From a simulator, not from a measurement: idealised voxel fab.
process module | voxel fin reveal
cross-section cut | 200 nm wide | cells 5 nm
A cross-section is a grid of square cells, given in bands from the top down. A band is one or more rows of cells.
Each band's line starts with the height of the band's top and of its bottom, in nm. Then come its materials from left to right, each with its width in nm. One material with "throughout" fills the band from edge to edge. "air" is empty space.
Height 0 is the level under which the wafer as received is all one material. The lowest band goes on downwards, as in "0 down".
A width such as "30 to 40" changes by the same amount from each row of cells to the next, from the band's top row to its bottom row.
"no change" after a step means that no cell of the cross-section changed.
closed voids: empty space of 8 cells or more with no open way to the top, each as width x height at its distance from the left edge, in nm
after a step's settings: what the simulator itself notes on the step
overlay nm, on a step with a mask: how far to the right of its planned place the mask lay; to the left if negative
plan
1 op RECEIVE | material Si
2 op CONFORMAL_DEP | material SiN | thk nm 10
3 op MASKED_ETCH | tone cover | mask id FINS | width nm 15 | pitch nm 45 | etch materials SiN | depth nm 10 | overlay nm 0
4 op MASKED_ETCH | tone cover | mask id FINS | width nm 15 | pitch nm 45 | etch materials Si | depth nm 40 | overlay nm 0
5 op OXIDIZE | depth nm 5
6 op FILL_DEP | material SiO2 | thk nm 10
7 op CMP | height nm 10
8 op SELECTIVE_ETCH | etch materials SiO2 | depth nm 40
9 op STRIP | etch materials SiN
first wafer, as planned
as received, after step 1
  0 down: Si throughout
  closed voids: none
after step 2
  10 to 0: SiN throughout
  below 0: unchanged
after step 3
  10 to 0: air 70 | SiN 15 | air 30 | SiN 15 | air 70
  below 0: unchanged
after step 4
  10 to 0: air 70 | SiN 15 | air 30 | SiN 15 | air 70
  0 to -40: air 70 | Si 15 | air 30 | Si 15 | air 70
  below -40: unchanged
after step 5
  10 to 0: air 70 | SiN 15 | air 30 | SiN 15 | air 70
  0 to -40: air 70 | SiO2 5 | Si 5 | SiO2 5 | air 30 | SiO2 5 | Si 5 | SiO2 5 | air 70
  -40 to -45: SiO2 75 | Si 5 | SiO2 40 | Si 5 | SiO2 75
  below -45: unchanged
after step 6
  20 to 10: SiO2 throughout
  10 to 0: SiO2 70 | SiN 15 | SiO2 30 | SiN 15 | SiO2 70
  0 to -45: SiO2 75 | Si 5 | SiO2 40 | Si 5 | SiO2 75
  below -45: unchanged
after step 7
  10 to 0: SiO2 70 | SiN 15 | SiO2 30 | SiN 15 | SiO2 70
  below 0: unchanged
after step 8
  10 to 0: air 70 | SiN 15 | air 30 | SiN 15 | air 70
  0 to -30: air 75 | Si 5 | air 40 | Si 5 | air 75
  below -30: unchanged
after step 9
  0 to -30: air 75 | Si 5 | air 40 | Si 5 | air 75
  below -30: unchanged
second wafer: like start, like plan, one mistake. Through step 2 it matches the first wafer
when step 3 should have ended
  10 to 0: SiN 70 | air 15 | SiN 30 | air 15 | SiN 70
  below 0: unchanged
when step 4 should have ended: no change
when step 5 should have ended
  10 to 0: SiN 70 | air 15 | SiN 30 | air 15 | SiN 70
  0 to -5: Si 65 | SiO2 25 | Si 20 | SiO2 25 | Si 65
  below -5: unchanged
when step 6 should have ended
  20 to 10: SiO2 throughout
  10 to 0: SiN 70 | SiO2 15 | SiN 30 | SiO2 15 | SiN 70
  below 0: unchanged
when step 7 should have ended
  10 to 0: SiN 70 | SiO2 15 | SiN 30 | SiO2 15 | SiN 70
  below 0: unchanged
when step 8 should have ended
  10 to 0: SiN 70 | air 15 | SiN 30 | air 15 | SiN 70
  0 to -5: Si 65 | air 25 | Si 20 | air 25 | Si 65
  below -5: unchanged
when step 9 should have ended
  0 to -5: Si 65 | air 25 | Si 20 | air 25 | Si 65
  below -5: unchanged
what went wrong: step 3 ran as: op MASKED_ETCH | tone open | mask id FINS | width nm 15 | pitch nm 45 | etch materials SiN | depth nm 10 | overlay nm 0
at the end the second wafer has, in cells: 332 more of Si | 114 fewer of SiO2
